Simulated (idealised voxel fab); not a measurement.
Process module heading - voxel released beams
The figure presents cross-section cut, which has a width of 175 nm and is divided into square cells with an edge length of 5 nm.
We lay out every cross-section as a grid of square cells and spell it out in bands from the top down, where one band means one or more rows of cells. For a band, the entry starts with two heights in nm, that of the top and then that of the bottom, and carries on with the band's materials in order from left to right, each alongside its width in nm; the word "throughout" beside a single material means it fills the band edge to edge, and "empty" means empty space. Counting heights begins at 0, where everything beneath is, in the wafer as received, one material. The lowest band has no bottom; it goes on downwards, as "0 nm and below" shows. Width spec "30->40" -> top row of cells at first value, bottom row at second value, equal per-row change in between. The designation "left unchanged", where it is given for a processing step, indicates that no cell of the cross-section was altered in the course of that step. What "Enclosed void list" gives you is every empty space of 8 cells or more that is cut off from the top. Each appears as width x height at distance, with the distance taken from the left edge and width, height and distance all in nm. Step line, after settings: the simulator's comment on this step. If you see "overlay nm" on a step's line and that step has a mask, it's telling you how far right of where it was planned the mask ended up; a negative number means it went left instead.
STEPS IN THE PROCESS PLAN
1. RECEIVE (material Si)
2. CONFORMAL_DEP (material SiN; thk nm 10)
3. DIRECTIONAL_DEP (material SiO2; thk nm 15)
4. PATTERN (tone open; mask id ANCHOR; material resist; width nm 45; thk nm 20; overlay nm 0)
5. DIRECTIONAL_ETCH (etch materials SiO2; depth nm 15)
6. STRIP (etch materials resist)
7. CONFORMAL_DEP (material W; thk nm 15)
8. MASKED_ETCH (tone cover; mask id BEAM; width nm 110; etch materials W; depth nm 15; overlay nm 0)
9. STRIP (etch materials SiO2)
INCOMING WAFER, CROSS-SECTIONAL VIEW, POST STEP 1
* 0 nm and below: Si throughout
* Enclosed void list: none
WAFER CROSS-SECTION AT MODULE END: FIRST OF TWO, RUN TO PLAN
* 40 nm to 25 nm: empty=30, W=20, empty=15, W=75, empty=35
* 25 nm to 10 nm: empty=35, W=45, empty=95
* 10 nm to 0 nm: SiN throughout
* 0 nm and below: Si throughout
* Enclosed void list: none
WAFER TWO, SECTIONED AFTER THE MODULE: THE FIRST WAFER'S START, THE FIRST WAFER'S PLAN, AND ONE MISTAKE IN HOW IT WAS RUN
* 40 nm to 25 nm: empty=30, W=110, empty=35
* 25 nm to 15 nm: SiN throughout
* 15 nm to 0 nm: SiO2 throughout
* 0 nm and below: Si throughout
* Enclosed void list: none
Where did the run depart from the plan? steps 2 and 3 traded places in the executed sequence
Materials where the second wafer ends with more or fewer cells than the first: +105 SiO2, -18 W
